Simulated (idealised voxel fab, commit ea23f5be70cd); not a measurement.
process module | voxel trench capacitor
cross-section cut | 275 nm wide | cells 5 nm
A cross-section is a grid of square cells, given in bands from the top down. A band is one or more rows of cells.
Each band's line starts with the height of the band's top and of its bottom, in nm. Then come its materials from left to right, each with its width in nm. One material with "throughout" fills the band from edge to edge. "air" is empty space.
Height 0 is the level under which the wafer as received is all one material. The lowest band goes on downwards, as in "0 down".
A width such as "30 to 40" changes by the same amount from each row of cells to the next, from the band's top row to its bottom row.
"no change" after a step means that no cell of the cross-section changed.
closed voids: empty space of 8 cells or more with no open way to the top, each as width x height at its distance from the left edge, in nm
after a step's settings: what the simulator itself notes on the step
overlay nm, on a step with a mask: how far to the right of its planned place the mask lay; to the left if negative
plan
1 op RECEIVE | material Si
2 op CONFORMAL_DEP | material SiN | thk nm 5
3 op MASKED_ETCH | tone open | mask id TRENCH | width nm 20 | pitch nm 35 | etch materials SiN | depth nm 5 | overlay nm 0
4 op MASKED_ETCH | tone open | mask id TRENCH | width nm 20 | pitch nm 35 | etch materials Si | depth nm 40 | overlay nm 0
5 op CONFORMAL_DEP | material Al2O3 | thk nm 5
6 op FILL_DEP | material polySi | thk nm 5
7 op CMP | height nm 5
as received, after step 1
  0 down: Si throughout
  closed voids: none
first wafer at the end, as planned
  5 to 0: SiN 75 | Al2O3 5 | polySi 10 | Al2O3 5 | SiN 15 | Al2O3 5 | polySi 10 | Al2O3 5 | SiN 15 | Al2O3 5 | polySi 10 | Al2O3 5 | SiN 15 | Al2O3 5 | polySi 10 | Al2O3 5 | SiN 75
  0 to -35: Si 75 | Al2O3 5 | polySi 10 | Al2O3 5 | Si 15 | Al2O3 5 | polySi 10 | Al2O3 5 | Si 15 | Al2O3 5 | polySi 10 | Al2O3 5 | Si 15 | Al2O3 5 | polySi 10 | Al2O3 5 | Si 75
  -35 to -40: Si 75 | Al2O3 20 | Si 15 | Al2O3 20 | Si 15 | Al2O3 20 | Si 15 | Al2O3 20 | Si 75
  -40 down: Si throughout
  closed voids: none
second wafer at the end: like start, like plan, one mistake
  5 to 0: SiN 80 | Al2O3 5 | polySi 5 | Al2O3 5 | SiN 20 | Al2O3 5 | polySi 5 | Al2O3 5 | SiN 20 | Al2O3 5 | polySi 5 | Al2O3 5 | SiN 20 | Al2O3 5 | polySi 5 | Al2O3 5 | SiN 75
  0 to -35: Si 80 | Al2O3 5 | polySi 5 | Al2O3 5 | Si 20 | Al2O3 5 | polySi 5 | Al2O3 5 | Si 20 | Al2O3 5 | polySi 5 | Al2O3 5 | Si 20 | Al2O3 5 | polySi 5 | Al2O3 5 | Si 75
  -35 to -40: Si 80 | Al2O3 15 | Si 20 | Al2O3 15 | Si 20 | Al2O3 15 | Si 20 | Al2O3 15 | Si 75
  -40 down: Si throughout
  closed voids: none
what went wrong: step 3 ran as: op MASKED_ETCH | tone open | mask id TRENCH | width nm 15 | pitch nm 35 | etch materials SiN | depth nm 5 | overlay nm 0
at the end the second wafer has, in cells: 4 fewer of Al2O3 | 32 more of Si | 4 more of SiN | 32 fewer of polySi
